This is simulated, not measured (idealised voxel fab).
process module | voxel transistor to metal
cross-section cut | 140 nm wide | cells 5 nm
A cross-section is a grid of square cells, given in bands from the top down. A band is one or more rows of cells.
Each band's line starts with the height of the band's top and of its bottom, in nm. Then come its materials from left to right, each with its width in nm. One material with "throughout" fills the band from edge to edge. "air" is empty space.
Height 0 is the level under which the wafer as received is all one material. The lowest band goes on downwards, as in "0 down".
A width such as "30 to 40" changes by the same amount from each row of cells to the next, from the band's top row to its bottom row.
"no change" after a step means that no cell of the cross-section changed.
closed voids: empty space of 8 cells or more with no open way to the top, each as width x height at its distance from the left edge, in nm
after a step's settings: what the simulator itself notes on the step
overlay nm, on a step with a mask: how far to the right of its planned place the mask lay; to the left if negative
plan
1 op RECEIVE | material Si
2 op OXIDIZE | depth nm 5
3 op CONFORMAL_DEP | material SiN | thk nm 15
4 op PATTERN | tone cover | mask id ACTIVE | material resist | width nm 100 | thk nm 15 | overlay nm 0
5 op DIRECTIONAL_ETCH | etch materials SiN | depth nm 15
6 op DIRECTIONAL_ETCH | etch materials SiO2 | depth nm 5
7 op DIRECTIONAL_ETCH | etch materials Si | depth nm 30
8 op STRIP | etch materials resist
9 op OXIDIZE | depth nm 5
10 op FILL_DEP | material SiO2 | thk nm 10
11 op CMP | height nm 15
12 op SELECTIVE_ETCH | etch materials SiO2 | depth nm 5
13 op STRIP | etch materials SiN
14 op SELECTIVE_ETCH | etch materials SiO2 | depth nm 5
15 op OXIDIZE | depth nm 5
16 op DIRECTIONAL_DEP | material polySi | thk nm 20
17 op DIRECTIONAL_DEP | material SiCN | thk nm 15
18 op DIRECTIONAL_DEP | material aC | thk nm 15
19 op PATTERN | tone cover | mask id GATE | material resist | width nm 20 | thk nm 35 | overlay nm 0
20 op DIRECTIONAL_ETCH | etch materials aC | depth nm 15
21 op STRIP | etch materials resist
22 op DIRECTIONAL_ETCH | etch materials SiCN | depth nm 25
23 op DIRECTIONAL_ETCH | etch materials polySi | depth nm 30
24 op STRIP | etch materials aC
25 op CONFORMAL_DEP | material SiN | thk nm 10
26 op DIRECTIONAL_ETCH | etch materials SiN | depth nm 10
27 op DIRECTIONAL_ETCH | etch materials SiO2 | depth nm 5
28 op DIRECTIONAL_ETCH | etch materials Si | depth nm 15
29 op EPI | material nSi | thk nm 15
30 op FILL_DEP | material SiO2 | thk nm 10
31 op CMP | height nm 30
32 op DIRECTIONAL_DEP | material SiO2 | thk nm 10
33 op DIRECTIONAL_DEP | material aC | thk nm 15
34 op PATTERN | tone open | mask id CONTACT | material resist | width nm 25 | pitch nm 55 | thk nm 35 | overlay nm 0
35 op DIRECTIONAL_ETCH | etch materials aC | depth nm 15
36 op STRIP | etch materials resist
37 op DIRECTIONAL_ETCH | etch materials SiO2 | depth nm 50
38 op STRIP | etch materials aC
39 op CONFORMAL_DEP | material TiN | thk nm 5
40 op FILL_DEP | material W | thk nm 10
41 op CMP | height nm 40
42 op CONFORMAL_DEP | material SiN | thk nm 5
43 op DIRECTIONAL_DEP | material SiO2 | thk nm 25
44 op MASKED_ETCH | tone open | mask id METAL_1 | width nm 15 | pitch nm 65 | etch materials SiO2 | depth nm 25 | overlay nm 0
45 op MASKED_ETCH | tone open | mask id METAL_1 | width nm 15 | pitch nm 65 | etch materials SiN | depth nm 5 | overlay nm 0
46 op CONFORMAL_DEP | material TiN | thk nm 5
47 op FILL_DEP | material Ru | thk nm 10
48 op CMP | height nm 70
49 op CONFORMAL_DEP | material SiCN | thk nm 5
50 op DIRECTIONAL_DEP | material lowk | thk nm 25
51 op PATTERN | tone open | mask id METAL_2 | material resist | width nm 15 | pitch nm 65 | thk nm 15 | overlay nm 0
52 op DIRECTIONAL_ETCH | etch materials lowk | depth nm 15
53 op STRIP | etch materials resist
54 op PATTERN | tone open | mask id METAL_2_HOLES | material resist | width nm 15 | pitch nm 65 | thk nm 20 | overlay nm 0
55 op DIRECTIONAL_ETCH | etch materials lowk | depth nm 10
56 op DIRECTIONAL_ETCH | etch materials SiCN | depth nm 5
57 op STRIP | etch materials resist
58 op CONFORMAL_DEP | material TiN | thk nm 5
59 op FILL_DEP | material Cu | thk nm 10
60 op CMP | height nm 100
61 op CONFORMAL_DEP | material SiN | thk nm 5
as received, after step 1
  0 down: Si throughout
  closed voids: none
first wafer at the end, as planned
  105 to 100: SiN throughout
  100 to 75: lowk 30 | TiN 5 | Cu 5 | TiN 5 | lowk 50 | TiN 5 | Cu 5 | TiN 5 | lowk 30
  75 to 70: SiCN 30 | TiN 15 | SiCN 50 | TiN 15 | SiCN 30
  70 to 45: SiO2 30 | TiN 5 | Ru 5 | TiN 5 | SiO2 50 | TiN 5 | Ru 5 | TiN 5 | SiO2 30
  45 to 40: SiN 30 | TiN 15 | SiN 50 | TiN 15 | SiN 30
  40 to 30: SiO2 30 | TiN 5 | W 15 to 10 | TiN 5 to 10 | SiO2 30 | TiN 5 to 10 | W 15 to 10 | TiN 5 | SiO2 30
  30 to 15: SiO2 30 | TiN 5 | W 10 | TiN 5 | SiN 10 | SiCN 20 | SiN 10 | TiN 5 | W 10 | TiN 5 | SiO2 30
  15 to 10: SiO2 30 | TiN 5 | W 10 | TiN 5 | SiN 10 | polySi 20 | SiN 10 | TiN 5 | W 10 | TiN 5 | SiO2 30
  10 to 5: SiO2 30 | TiN 20 | SiN 10 | polySi 20 | SiN 10 | TiN 20 | SiO2 30
  5 to -5: SiO2 15 | SiN 10 | SiO2 5 | TiN 5 | nSi 15 | SiN 10 | polySi 20 | SiN 10 | nSi 15 | TiN 5 | SiO2 5 | SiN 10 | SiO2 15
  -5 to -10: SiO2 30 | TiN 5 | nSi 15 | SiO2 40 | nSi 15 | TiN 5 | SiO2 30
  -10 to -25: SiO2 25 | nSi 25 | Si 40 | nSi 25 | SiO2 25
  -25 to -40: SiO2 25 | Si 90 | SiO2 25
  -40 down: Si throughout
  closed voids: none
second wafer at the end: like start, like plan, one mistake
  105 to 100: SiN throughout
  100 to 75: lowk 30 | TiN 5 | Cu 5 | TiN 5 | lowk 50 | TiN 5 | Cu 5 | TiN 5 | lowk 30
  75 to 70: SiCN 30 | TiN 15 | SiCN 50 | TiN 15 | SiCN 30
  70 to 45: SiO2 30 | TiN 5 | Ru 5 | TiN 5 | SiO2 50 | TiN 5 | Ru 5 | TiN 5 | SiO2 30
  45 to 40: SiN 30 | TiN 15 | SiN 50 | TiN 15 | SiN 30
  40 to 30: SiO2 30 | TiN 5 | W 15 to 10 | TiN 5 to 10 | SiO2 30 | TiN 5 to 10 | W 15 to 10 | TiN 5 | SiO2 30
  30 to 15: SiO2 30 | TiN 5 | W 10 | TiN 5 | SiN 10 | SiCN 20 | SiN 10 | TiN 5 | W 10 | TiN 5 | SiO2 30
  15 to 10: SiO2 30 | TiN 5 | W 10 | TiN 5 | SiN 10 | polySi 20 | SiN 10 | TiN 5 | W 10 | TiN 5 | SiO2 30
  10 to 5: SiO2 30 | TiN 20 | SiN 10 | polySi 20 | SiN 10 | TiN 20 | SiO2 30
  5 to -5: SiO2 15 | SiN 10 | SiO2 5 | TiN 5 | nSi 15 | SiN 10 | polySi 20 | SiN 10 | nSi 15 | TiN 5 | SiO2 5 | SiN 10 | SiO2 15
  -5 to -10: SiO2 30 | TiN 5 | nSi 15 | SiO2 40 | nSi 15 | TiN 5 | SiO2 30
  -10 to -25: SiO2 35 | nSi 15 | Si 40 | nSi 15 | SiO2 35
  -25 to -50: SiO2 35 | Si 70 | SiO2 35
  -50 down: Si throughout
  closed voids: none
what went wrong: step 9 ran as: op OXIDIZE | depth nm 15
at the end the second wafer has, in cells: 40 fewer of Si | 52 more of SiO2 | 12 fewer of nSi
